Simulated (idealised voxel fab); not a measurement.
Proc. module: voxel ribs on slabs
This is section cut - it's 300 nm across, gridded in 5 nm square cells.
Cross-section, as written here: a square-cell grid given band by band from the top down, where a band holds one or more rows of cells.
It is stipulated that each band's entry specify, in nanometres, the height of the top of the band and then that of its bottom, followed by the materials of the band in left-to-right sequence, each together with its width in nanometres. A single material marked by the word "everywhere" is understood to fill the band from edge to edge; the word "empty" is understood to denote empty space.
Height reference: 0 = level under which incoming wafer is all one material. Lowest band: no bottom, runs on downward, e.g. "from 0 down".
Note: "30 to 40" means the width goes from the first number (top row of the band) to the second number (bottom row) in equal steps per row of cells.
The cross-section has no changed cell in any step marked "no alteration".
Heads up: "Voids lacking openings" only lists the empty pockets with no open path to the top that are 8 cells or more, and it writes them as width x height at distance, distance from the left edge, in nm.
On each step's line, the part that comes after the settings is the simulator's own comment on the step.
On any step carrying a mask, the "overlay nm" setting, if present on the step's line, tells how far right of its planned place the mask lay; negative values point to the left.
Planned process steps:
step 1: op RECEIVE | material Si
step 2: op DIRECTIONAL_DEP | material SiO2 | thk nm 25
step 3: op DIRECTIONAL_DEP | material SiN | thk nm 15
step 4: op PATTERN | tone cover | mask id RIB | material resist | width nm 25 | thk nm 20 | overlay nm 0
step 5: op DIRECTIONAL_ETCH | etch materials SiN | depth nm 5
step 6: op STRIP | etch materials resist
step 7: op PATTERN | tone cover | mask id SLAB | material resist | width nm 85 | thk nm 15 | overlay nm 0
step 8: op DIRECTIONAL_ETCH | etch materials SiN | depth nm 10
step 9: op STRIP | etch materials resist
step 10: op FILL_DEP | material SiO2 | thk nm 25
step 11: op CMP | height nm 60
step 12: op DIRECTIONAL_DEP | material W | thk nm 5
step 13: op PATTERN | tone cover | mask id HEATER | material resist | width nm 35 | thk nm 15 | overlay nm 0
step 14: op DIRECTIONAL_ETCH | etch materials W | depth nm 5
step 15: op STRIP | etch materials resist
step 16: op CONFORMAL_DEP | material SiO2 | thk nm 5
As received (post step 1): cross-section:
> from 0 down: Si everywhere
> Voids lacking openings: none
Module complete, cross-section. Starting point and plan per above. One mistake made in running the module:
> from 70 to 65: empty 125, then SiO2 45, then empty 130
> from 65 to 60: SiO2 130, then W 35, then SiO2 135
> from 60 to 40: W everywhere
> from 40 to 35: W 135, then SiN 25, then W 140
> from 35 to 25: W 105, then SiN 85, then W 110
> from 25 to 0: SiO2 everywhere
> from 0 down: Si everywhere
> Voids lacking openings: none
Against the plan, the run slipped here: step 10 off recipe, ran as op FILL_DEP | material W | thk nm 25
